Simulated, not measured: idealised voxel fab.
The following process module bears the name voxel double patterning.
Displayed cross-section: cut, width of 165 nm, square cells sized 5 nm.
Notation: cross-section as square-cell grid; stated in bands, top first, going down; one or more cell rows per band.
For a band, the entry starts with two heights in nm, that of the top and then that of the bottom, and carries on with the band's materials in order from left to right, each alongside its width in nm; the word "everywhere" beside a single material means it fills the band edge to edge, and "empty" means empty space.
For the purposes of this specification, 0 denotes the height below which the wafer in its as-received condition is composed wholly of one material, and the lowermost band, lacking a lower limit, extends downward without end, as expressed in "0 -> down".
Read "30..40" as a graded width: first number on top, second number at the bottom, same change between each pair of neighbouring rows.
Reading "nothing different" for a step: not a cell of the cross-section changed in it.
If an empty space has no open way to the top and is at least 8 cells in size, "Enclosed void inventory" lists it, written width x height at distance, where distance is measured from the left edge and every value is in nm.
If you see something after the settings on a step's line, that's the simulator's own remark about that step.
A step's line can hold "overlay nm"; with a mask on that step, the setting says how far right of the planned place the mask lay, while a negative setting says it lay to the left.

## plan
1: RECEIVE [material Si]
2: CONFORMAL_DEP [material SiN] [thk nm 5]
3: DIRECTIONAL_DEP [material SiO2] [thk nm 15]
4: DIRECTIONAL_DEP [material SiCN] [thk nm 5]
5: DIRECTIONAL_DEP [material aC] [thk nm 15]
6: PATTERN [tone open] [mask id FIRST] [material resist] [width nm 15] [pitch nm 50] [thk nm 35] [overlay nm 0]
7: DIRECTIONAL_ETCH [etch materials aC] [depth nm 15]
8: STRIP [etch materials resist]
9: DIRECTIONAL_ETCH [etch materials SiCN] [depth nm 5]
10: STRIP [etch materials aC]
11: DIRECTIONAL_DEP [material aC] [thk nm 15]
12: PATTERN [tone open] [mask id SECOND] [material resist] [width nm 15] [thk nm 35] [overlay nm 0]
13: DIRECTIONAL_ETCH [etch materials aC] [depth nm 15]
14: STRIP [etch materials resist]
15: DIRECTIONAL_ETCH [etch materials SiCN] [depth nm 5]
16: STRIP [etch materials aC]
17: DIRECTIONAL_ETCH [etch materials SiO2] [depth nm 15]
18: STRIP [etch materials SiCN]

## Wafer cross-section on receipt, i.e. after step 1
* 0 -> down | Si everywhere
* Enclosed void inventory: none

## This is how the wafer looks in cross-section once the module is done, given the starting state and plan above and one mistake in carrying the plan out
* 20 -> 0 | SiN everywhere
* 0 -> down | Si everywhere
* Enclosed void inventory: none
Diagnosis: not per plan at step 3, really ran DIRECTIONAL_DEP [material SiN] [thk nm 15]
